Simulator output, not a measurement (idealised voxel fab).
Documented hereafter: the process module known as voxel self aligned contacts.
Section cut is 265 nm wide and gridded with 5 nm square cells.
The cross-sections in this document take the form of a grid made of square cells. They are written out as bands, in order from top to bottom. Each band consists of one or more rows of cells.
What a band's entry tells you: where the top is and where the bottom is, as heights in nm, and after that what lies inside, material by material from left to right, each with its width in nm. Empty space is written as the word "blank", and a single material marked with the word "full width" occupies the band from edge to edge.
The reference from which all heights are counted is 0, the level beneath which the as-received wafer is entirely one material; the lowest band, having no lower bound, proceeds downward and is written after the example "0 -> down".
Think of "30->40" as a width that walks from the first number to the second as you go down the band, top row to bottom row, taking equal-sized steps from row to row.
"remained unchanged" (step): cross-section cells unchanged, all of them.
The label "Fully closed voids" introduces a list of the empty spaces, 8 cells or larger, that have no open way up to the top; each entry in it reads width x height at distance, where the distance is taken from the left edge and all three are stated in nm.
Read whatever lies past the settings on a step's line as the simulator's own remark about the step.
You can add "overlay nm" to a step's line. For a step with a mask, it describes how far the mask lay to the right of its planned position, and a negative number describes a lay to the left.

These are the steps we planned for the process:
| 1 | RECEIVE | material Si |
| 2 | OXIDIZE | depth nm 5 |
| 3 | DIRECTIONAL_DEP | material polySi | thk nm 30 |
| 4 | DIRECTIONAL_DEP | material SiN | thk nm 20 |
| 5 | PATTERN | tone cover | mask id GATE | material resist | width nm 30 | pitch nm 65 | thk nm 20 | overlay nm 0 |
| 6 | DIRECTIONAL_ETCH | etch materials SiN | depth nm 20 |
| 7 | DIRECTIONAL_ETCH | etch materials polySi | depth nm 30 |
| 8 | STRIP | etch materials resist |
| 9 | CONFORMAL_DEP | material SiN | thk nm 10 |
| 10 | DIRECTIONAL_ETCH | etch materials SiN | depth nm 10 |
| 11 | FILL_DEP | material SiO2 | thk nm 15 |
| 12 | CMP | height nm 55 |
| 13 | DIRECTIONAL_DEP | material aC | thk nm 15 |
| 14 | PATTERN | tone open | mask id CONTACT | material resist | width nm 45 | thk nm 30 | overlay nm 0 |
| 15 | DIRECTIONAL_ETCH | etch materials aC | depth nm 15 |
| 16 | STRIP | etch materials resist |
| 17 | DIRECTIONAL_ETCH | etch materials SiO2 | depth nm 60 |
| 18 | STRIP | etch materials aC |
| 19 | CONFORMAL_DEP | material TiN | thk nm 5 |
| 20 | FILL_DEP | material Ru | thk nm 10 |
| 21 | CMP | height nm 55 |
| 22 | CONFORMAL_DEP | material SiN | thk nm 5 |

So, the first of our two wafers, run just as we planned it:

As received (post step 1): cross-section:
> 0 -> down  Si full width
> Fully closed voids: none

Cross-sectional representation of the wafer at the conclusion of step 2:
> 0 -> -5  SiO2 full width
> Everything below -5 is unchanged.

Cross-sectional representation of the wafer at the conclusion of step 3:
> 30 -> 0  polySi full width
> Everything below 0 is unchanged.

Cross-sectional representation of the wafer at the conclusion of step 4:
> 50 -> 30  SiN full width
> Everything below 30 is unchanged.

Cross-sectional representation of the wafer at the conclusion of step 5:
> 70 -> 50  85 nm blank  30 nm resist  35 nm blank  30 nm resist  85 nm blank
> Everything below 50 is unchanged.

Cross-sectional representation of the wafer at the conclusion of step 6:
> 70 -> 50  85 nm blank  30 nm resist  35 nm blank  30 nm resist  85 nm blank
> 50 -> 30  85 nm blank  30 nm SiN  35 nm blank  30 nm SiN  85 nm blank
> Everything below 30 is unchanged.

Cross-sectional representation of the wafer at the conclusion of step 7:
> 70 -> 50  85 nm blank  30 nm resist  35 nm blank  30 nm resist  85 nm blank
> 50 -> 30  85 nm blank  30 nm SiN  35 nm blank  30 nm SiN  85 nm blank
> 30 -> 0  85 nm blank  30 nm polySi  35 nm blank  30 nm polySi  85 nm blank
> Everything below 0 is unchanged.

Cross-sectional representation of the wafer at the conclusion of step 8:
> 50 -> 30  85 nm blank  30 nm SiN  35 nm blank  30 nm SiN  85 nm blank
> Everything below 30 is unchanged.

Cross-sectional representation of the wafer at the conclusion of step 9:
> 60 -> 30  75 nm blank  50 nm SiN  15 nm blank  50 nm SiN  75 nm blank
> 30 -> 10  75 nm blank  10 nm SiN  30 nm polySi  10 nm SiN  15 nm blank  10 nm SiN  30 nm polySi  10 nm SiN  75 nm blank
> 10 -> 0  85 nm SiN  30 nm polySi  35 nm SiN  30 nm polySi  85 nm SiN
> Everything below 0 is unchanged.

Cross-sectional representation of the wafer at the conclusion of step 10:
> 50 -> 30  75 nm blank  50 nm SiN  15 nm blank  50 nm SiN  75 nm blank
> 30 -> 0  75 nm blank  10 nm SiN  30 nm polySi  10 nm SiN  15 nm blank  10 nm SiN  30 nm polySi  10 nm SiN  75 nm blank
> Everything below 0 is unchanged.

Cross-sectional representation of the wafer at the conclusion of step 11:
> 65 -> 50  SiO2 full width
> 50 -> 30  75 nm SiO2  50 nm SiN  15 nm SiO2  50 nm SiN  75 nm SiO2
> 30 -> 0  75 nm SiO2  10 nm SiN  30 nm polySi  10 nm SiN  15 nm SiO2  10 nm SiN  30 nm polySi  10 nm SiN  75 nm SiO2
> Everything below 0 is unchanged.

Cross-sectional representation of the wafer at the conclusion of step 12:
> 55 -> 50  SiO2 full width
> Everything below 50 is unchanged.

Cross-sectional representation of the wafer at the conclusion of step 13:
> 70 -> 55  aC full width
> Everything below 55 is unchanged.

Cross-sectional representation of the wafer at the conclusion of step 14:
> 100 -> 70  110 nm resist  45 nm blank  110 nm resist
> Everything below 70 is unchanged.

Cross-sectional representation of the wafer at the conclusion of step 15:
> 85 -> 70  110 nm resist  45 nm blank  110 nm resist
> 70 -> 55  110 nm aC  45 nm blank  110 nm aC
> Everything below 55 is unchanged.

Cross-sectional representation of the wafer at the conclusion of step 16:
> 70 -> 55  110 nm aC  45 nm blank  110 nm aC
> Everything below 55 is unchanged.

Cross-sectional representation of the wafer at the conclusion of step 17:
> 70 -> 55  110 nm aC  45 nm blank  110 nm aC
> 55 -> 50  110 nm SiO2  45 nm blank  110 nm SiO2
> 50 -> 30  75 nm SiO2  50 nm SiN  15 nm blank  50 nm SiN  75 nm SiO2
> 30 -> 0  75 nm SiO2  10 nm SiN  30 nm polySi  10 nm SiN  15 nm blank  10 nm SiN  30 nm polySi  10 nm SiN  75 nm SiO2
> 0 -> -5  125 nm SiO2  15 nm blank  125 nm SiO2
> Everything below -5 is unchanged.

Cross-sectional representation of the wafer at the conclusion of step 18:
> 55 -> 50  110 nm SiO2  45 nm blank  110 nm SiO2
> Everything below 50 is unchanged.

Cross-sectional representation of the wafer at the conclusion of step 19:
> 60 -> 55  115 nm TiN  35 nm blank  115 nm TiN
> 55 -> 50  110 nm SiO2  20 nm TiN  5 nm blank  20 nm TiN  110 nm SiO2
> 50 -> 30  75 nm SiO2  50 nm SiN  5 nm TiN  5 nm blank  5 nm TiN  50 nm SiN  75 nm SiO2
> 30 -> 0  75 nm SiO2  10 nm SiN  30 nm polySi  10 nm SiN  5 nm TiN  5 nm blank  5 nm TiN  10 nm SiN  30 nm polySi  10 nm SiN  75 nm SiO2
> 0 -> -5  125 nm SiO2  15 nm TiN  125 nm SiO2
> Everything below -5 is unchanged.

Cross-sectional representation of the wafer at the conclusion of step 20:
> 70 -> 60  Ru full width
> 60 -> 55  115 nm TiN  35 nm Ru  115 nm TiN
> 55 -> 50  110 nm SiO2  20 nm TiN  5 nm Ru  20 nm TiN  110 nm SiO2
> 50 -> 30  75 nm SiO2  50 nm SiN  5 nm TiN  5 nm Ru  5 nm TiN  50 nm SiN  75 nm SiO2
> 30 -> 0  75 nm SiO2  10 nm SiN  30 nm polySi  10 nm SiN  5 nm TiN  5 nm Ru  5 nm TiN  10 nm SiN  30 nm polySi  10 nm SiN  75 nm SiO2
> Everything below 0 is unchanged.

Cross-sectional representation of the wafer at the conclusion of step 21:
> 55 -> 50  110 nm SiO2  20 nm TiN  5 nm Ru  20 nm TiN  110 nm SiO2
> Everything below 50 is unchanged.

Cross-sectional representation of the wafer at the conclusion of step 22:
> 60 -> 55  SiN full width
> Everything below 55 is unchanged.

The Second Wafer: Common Origin and Plan, One Mistake in Execution, Identical to the First Through Step 20:

Cross-sectional view of the second wafer at the intended end time of process step 21:
> 60 -> 55  115 nm TiN  35 nm Ru  115 nm TiN
> Everything below 55 is unchanged.

Cross-sectional view of the second wafer at the intended end time of process step 22:
> 65 -> 60  SiN full width
> Everything below 60 is unchanged.
Want to know what went wrong? step 21 ran as: CMP | height nm 60
Final comparison by cell count, materials where the second wafer has more or fewer than the first: Ru +7 | TiN +46
